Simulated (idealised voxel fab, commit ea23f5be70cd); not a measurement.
Presented below is a process module, voxel transistor to metal.
Square cells of 5 nm make up the cross-section cut, whose width is 160 nm.
If you're reading a cross-section in this doc, picture square cells in a grid; it comes to you as bands, top ones listed first down to the bottom, and a band can be one or more rows of cells. Basically the band line says how high the top is and how high the bottom is, in nm, and then what's in it from left to right, every material with its width in nm. Empty space shows up as "blank", and if a single material carries "edge to edge" it runs the full band edge to edge. Below 0: as-received wafer, all one material; heights counted from there. Lowest band: no bottom, goes on down, written "from 0 down". A width given as "30 to 40" starts at the first number in the band's top row and ends at the second number in its bottom row, shifting by an equal amount at every step from row to row. What does "no alteration" mean for a step? It means no cell of the cross-section changed in that step. Closed empty spaces (no open way to the top) of 8 cells or more are what "Completely enclosed voids" lists, each as width x height at distance from the left edge, nm for all three. Text after the settings on a step's line: the simulator's own remark on that step. "overlay nm", when on a step's line for a step with a mask, measures how far to the right of its planned place the mask lay; a negative measure means to the left.

-- Process steps - plan
1,RECEIVE: material Si
2,OXIDIZE: depth nm 5
3,CONFORMAL_DEP: material SiN, thk nm 10
4,MASKED_ETCH: tone cover, mask id ACTIVE, width nm 100, etch materials SiN, depth nm 10, overlay nm 0
5,MASKED_ETCH: tone cover, mask id ACTIVE, width nm 100, etch materials SiO2, depth nm 5, overlay nm 0
6,MASKED_ETCH: tone cover, mask id ACTIVE, width nm 100, etch materials Si, depth nm 30, overlay nm 0
7,FILL_DEP: material SiO2, thk nm 5
8,CMP: height nm 10
9,SELECTIVE_ETCH: etch materials SiO2, depth nm 5
10,STRIP: etch materials SiN
11,SELECTIVE_ETCH: etch materials SiO2, depth nm 5
12,OXIDIZE: depth nm 5
13,DIRECTIONAL_DEP: material polySi, thk nm 30
14,DIRECTIONAL_DEP: material SiCN, thk nm 15
15,DIRECTIONAL_DEP: material aC, thk nm 10
16,PATTERN: tone cover, mask id GATE, material resist, width nm 20, thk nm 30, overlay nm 0
17,DIRECTIONAL_ETCH: etch materials aC, depth nm 10
18,STRIP: etch materials resist
19,DIRECTIONAL_ETCH: etch materials SiCN, depth nm 25
20,DIRECTIONAL_ETCH: etch materials polySi, depth nm 40
21,STRIP: etch materials aC
22,CONFORMAL_DEP: material SiO2, thk nm 5
23,DIRECTIONAL_ETCH: etch materials SiO2, depth nm 5
24,CONFORMAL_DEP: material SiN, thk nm 10
25,DIRECTIONAL_ETCH: etch materials SiN, depth nm 10
26,DIRECTIONAL_ETCH: etch materials SiO2, depth nm 5
27,DIRECTIONAL_ETCH: etch materials Si, depth nm 15
28,EPI: material SiGe, thk nm 15
29,FILL_DEP: material SiO2, thk nm 5
30,CMP: height nm 40
31,DIRECTIONAL_DEP: material SiO2, thk nm 15
32,DIRECTIONAL_DEP: material aC, thk nm 10
33,PATTERN: tone open, mask id CONTACT, material resist, width nm 25, pitch nm 55, thk nm 30, overlay nm 0
34,DIRECTIONAL_ETCH: etch materials aC, depth nm 10
35,STRIP: etch materials resist
36,DIRECTIONAL_ETCH: etch materials SiO2, depth nm 50
37,STRIP: etch materials aC
38,CONFORMAL_DEP: material TiN, thk nm 5
39,FILL_DEP: material Ru, thk nm 5
40,CMP: height nm 55
41,DIRECTIONAL_DEP: material TiN, thk nm 5
42,DIRECTIONAL_DEP: material W, thk nm 25
43,PATTERN: tone cover, mask id METAL_1, material resist, width nm 15, pitch nm 65, thk nm 15, overlay nm 0
44,DIRECTIONAL_ETCH: etch materials W, depth nm 15
45,DIRECTIONAL_ETCH: etch materials TiN, depth nm 5
46,STRIP: etch materials resist
47,FILL_DEP: material lowk, thk nm 5
48,CMP: height nm 85
49,CONFORMAL_DEP: material SiCN, thk nm 5
The value of depth nm given for step 44 in the plan refers to the first wafer; the wafers vary in this setting and are alike at the start.

-- After step 1, as received: first of several wafers, cross-section
  from 0 down: Si edge to edge
  Completely enclosed voids: none

-- The figure below presents a cross-section of the first of several wafers at the conclusion of the module, following its last step, step 49
  from 90 to 85: SiCN edge to edge
  from 85 to 70: lowk: 40; W: 15; lowk: 50; W: 15; lowk: 40
  from 70 to 60: W edge to edge
  from 60 to 55: TiN edge to edge
  from 55 to 45: SiO2: 40; TiN: 5; Ru: 15; TiN: 5; SiO2: 30; TiN: 5; Ru: 15; TiN: 5; SiO2: 40
  from 45 to 40: SiO2: 40; TiN: 5; Ru: 5; TiN: 15; SiO2: 30; TiN: 15; Ru: 5; TiN: 5; SiO2: 40
  from 40 to 25: SiO2: 40; TiN: 5; Ru: 5; TiN: 5; SiN: 10; SiO2: 5; SiCN: 20; SiO2: 5; SiN: 10; TiN: 5; Ru: 5; TiN: 5; SiO2: 40
  from 25 to 10: SiO2: 40; TiN: 5; Ru: 5; TiN: 5; SiN: 10; SiO2: 5; polySi: 20; SiO2: 5; SiN: 10; TiN: 5; Ru: 5; TiN: 5; SiO2: 40
  from 10 to 5: SiO2: 40; TiN: 15; SiN: 10; SiO2: 5; polySi: 20; SiO2: 5; SiN: 10; TiN: 15; SiO2: 40
  from 5 to 0: SiO2: 35; SiGe: 20; SiN: 10; SiO2: 5; polySi: 20; SiO2: 5; SiN: 10; SiGe: 20; SiO2: 35
  from 0 to -5: SiO2: 30; SiN: 10; SiGe: 15; SiN: 10; SiO2: 5; polySi: 20; SiO2: 5; SiN: 10; SiGe: 15; SiN: 10; SiO2: 30
  from -5 to -10: SiO2: 40; SiGe: 15; SiO2: 50; SiGe: 15; SiO2: 40
  from -10 to -25: SiO2: 30; Si: 10; SiGe: 15; Si: 50; SiGe: 15; Si: 10; SiO2: 30
  from -25 to -35: SiO2: 30; Si: 100; SiO2: 30
  from -35 down: Si edge to edge
  Completely enclosed voids: none

-- The final wafer, sectioned at module end
  from 90 to 85: SiCN edge to edge
  from 85 to 60: lowk: 40; W: 15; lowk: 50; W: 15; lowk: 40
  from 60 to 55: lowk: 40; TiN: 15; lowk: 50; TiN: 15; lowk: 40
  from 55 to 45: SiO2: 40; TiN: 5; Ru: 15; TiN: 5; SiO2: 30; TiN: 5; Ru: 15; TiN: 5; SiO2: 40
  from 45 to 40: SiO2: 40; TiN: 5; Ru: 5; TiN: 15; SiO2: 30; TiN: 15; Ru: 5; TiN: 5; SiO2: 40
  from 40 to 25: SiO2: 40; TiN: 5; Ru: 5; TiN: 5; SiN: 10; SiO2: 5; SiCN: 20; SiO2: 5; SiN: 10; TiN: 5; Ru: 5; TiN: 5; SiO2: 40
  from 25 to 10: SiO2: 40; TiN: 5; Ru: 5; TiN: 5; SiN: 10; SiO2: 5; polySi: 20; SiO2: 5; SiN: 10; TiN: 5; Ru: 5; TiN: 5; SiO2: 40
  from 10 to 5: SiO2: 40; TiN: 15; SiN: 10; SiO2: 5; polySi: 20; SiO2: 5; SiN: 10; TiN: 15; SiO2: 40
  from 5 to 0: SiO2: 35; SiGe: 20; SiN: 10; SiO2: 5; polySi: 20; SiO2: 5; SiN: 10; SiGe: 20; SiO2: 35
  from 0 to -5: SiO2: 30; SiN: 10; SiGe: 15; SiN: 10; SiO2: 5; polySi: 20; SiO2: 5; SiN: 10; SiGe: 15; SiN: 10; SiO2: 30
  from -5 to -10: SiO2: 40; SiGe: 15; SiO2: 50; SiGe: 15; SiO2: 40
  from -10 to -25: SiO2: 30; Si: 10; SiGe: 15; Si: 50; SiGe: 15; Si: 10; SiO2: 30
  from -25 to -35: SiO2: 30; Si: 100; SiO2: 30
  from -35 down: Si edge to edge
  Completely enclosed voids: none

-- For your reference, the table is organized with a row per wafer; each row reflects the wafer at the end of the module, indicating for each material the cells gained (+) or lost (-) since receipt, and thereafter its closed voids
depth nm 15, +26 Ru, -142 Si, +44 SiCN, +38 SiGe, +40 SiN, +308 SiO2, +78 TiN, +82 W, +78 lowk, +24 polySi, Completely enclosed voids: none
depth nm 20, +26 Ru, -142 Si, +44 SiCN, +38 SiGe, +40 SiN, +308 SiO2, +78 TiN, +56 W, +104 lowk, +24 polySi, Completely enclosed voids: none
depth nm 25, +26 Ru, -142 Si, +44 SiCN, +38 SiGe, +40 SiN, +308 SiO2, +52 TiN, +30 W, +156 lowk, +24 polySi, Completely enclosed voids: none
depth nm 30, +26 Ru, -142 Si, +44 SiCN, +38 SiGe, +40 SiN, +308 SiO2, +52 TiN, +30 W, +156 lowk, +24 polySi, Completely enclosed voids: none
depth nm 35, +26 Ru, -142 Si, +44 SiCN, +38 SiGe, +40 SiN, +308 SiO2, +52 TiN, +30 W, +156 lowk, +24 polySi, Completely enclosed voids: none
depth nm 40, +26 Ru, -142 Si, +44 SiCN, +38 SiGe, +40 SiN, +308 SiO2, +52 TiN, +30 W, +156 lowk, +24 polySi, Completely enclosed voids: none
